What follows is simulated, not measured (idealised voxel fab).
Documented hereafter: the process module known as voxel wiring stack.
The cross-section shown here is cut; it is 165 nm wide and divided into square cells measuring 5 nm on a side.
A cross-section is a grid of square cells, given in bands from the top down. A band is one or more rows of cells. Top height, bottom height, nm. Materials left to right, width each, nm. Single material + "everywhere" = fills band edge to edge. "air" = empty. Note: height 0 marks the level under which the wafer is uniformly one material as received. Lowest band unbounded below, written "0 nm and below". Top row gets the first number, bottom row gets the second, and each row in between changes by the same step: that is how a band width like "30 to 40" works. Key: "stayed the same" - step with no changed cell in the cross-section. Any empty space of 8 cells or more lacking an open way to the top shows up in "Closed-off voids" as width x height at distance, distance from the left edge, in nm. Past the settings on a step's line: simulator remark, on that step. A step's line can hold "overlay nm"; with a mask on that step, the setting says how far right of the planned place the mask lay, while a negative setting says it lay to the left.
# The planned process steps are enumerated hereunder
1) RECEIVE [material Si]
2) CONFORMAL_DEP [material SiO2] [thk nm 15]
3) CONFORMAL_DEP [material SiCN] [thk nm 5]
4) DIRECTIONAL_DEP [material lowk] [thk nm 25]
5) DIRECTIONAL_DEP [material aC] [thk nm 10]
6) PATTERN [tone open] [mask id METAL_1] [material resist] [width nm 25] [pitch nm 40] [thk nm 25] [overlay nm 0]
7) DIRECTIONAL_ETCH [etch materials aC] [depth nm 10]
8) STRIP [etch materials resist]
9) DIRECTIONAL_ETCH [etch materials lowk] [depth nm 25]
10) DIRECTIONAL_ETCH [etch materials SiCN] [depth nm 5]
11) STRIP [etch materials aC]
12) CONFORMAL_DEP [material TiN] [thk nm 5]
13) FILL_DEP [material Cu] [thk nm 10]
14) CMP [height nm 45]
15) CONFORMAL_DEP [material SiCN] [thk nm 5]
16) DIRECTIONAL_DEP [material SiO2] [thk nm 20]
17) PATTERN [tone open] [mask id PLUG_1] [material resist] [width nm 15] [pitch nm 40] [thk nm 15] [overlay nm 0]
18) DIRECTIONAL_ETCH [etch materials SiO2] [depth nm 20]
19) DIRECTIONAL_ETCH [etch materials SiCN] [depth nm 5]
20) STRIP [etch materials resist]
21) EPI [material Ru] [thk nm 10]
22) EPI [material Ru] [thk nm 10]
23) EPI [material Ru] [thk nm 5]
24) CONFORMAL_DEP [material SiCN] [thk nm 5]
25) DIRECTIONAL_DEP [material SiO2] [thk nm 20]
26) DIRECTIONAL_DEP [material aC] [thk nm 10]
27) PATTERN [tone open] [mask id METAL_2] [material resist] [width nm 25] [pitch nm 40] [thk nm 25] [overlay nm 0]
28) DIRECTIONAL_ETCH [etch materials aC] [depth nm 10]
29) STRIP [etch materials resist]
30) DIRECTIONAL_ETCH [etch materials SiO2] [depth nm 20]
31) DIRECTIONAL_ETCH [etch materials SiCN] [depth nm 5]
32) STRIP [etch materials aC]
33) CONFORMAL_DEP [material TiN] [thk nm 5]
34) FILL_DEP [material W] [thk nm 10]
35) CMP [height nm 95]
36) CONFORMAL_DEP [material SiN] [thk nm 5]
# Step 1 complete: cross-section of the wafer as received
	0 nm and below = Si everywhere
	Closed-off voids: none
# Figure: cross-sectional view of the wafer upon completion of the module, processed from the initial state and according to the plan depicted above, with one error introduced during execution
	115 nm to 110 nm = SiN everywhere
	110 nm to 100 nm = W everywhere
	100 nm to 95 nm = TiN=35; W=15; TiN=25; W=15; TiN=25; W=15; TiN=35
	95 nm to 75 nm = SiO2=30; TiN=5; W=15; TiN=5; SiO2=15; TiN=5; W=15; TiN=5; SiO2=15; TiN=5; W=15; TiN=5; SiO2=30
	75 nm to 70 nm = SiCN=30; TiN=25; SiCN=15; TiN=25; SiCN=15; TiN=25; SiCN=30
	70 nm to 50 nm = SiO2=30; Ru=15; SiO2=25; Ru=15; SiO2=25; Ru=15; SiO2=40
	50 nm to 45 nm = SiCN=30; Ru=15; SiCN=25; Ru=15; SiCN=25; Ru=15; SiCN=40
	45 nm to 20 nm = lowk=30; TiN=5; Cu=15; TiN=5; lowk=15; TiN=5; Cu=15; TiN=5; lowk=15; TiN=5; Cu=15; TiN=5; lowk=30
	20 nm to 15 nm = SiCN=30; TiN=25; SiCN=15; TiN=25; SiCN=15; TiN=25; SiCN=30
	15 nm to 0 nm = SiO2 everywhere
	0 nm and below = Si everywhere
	Closed-off voids: none
Deviation from plan: step 35 of the plan never got run, it was skipped over
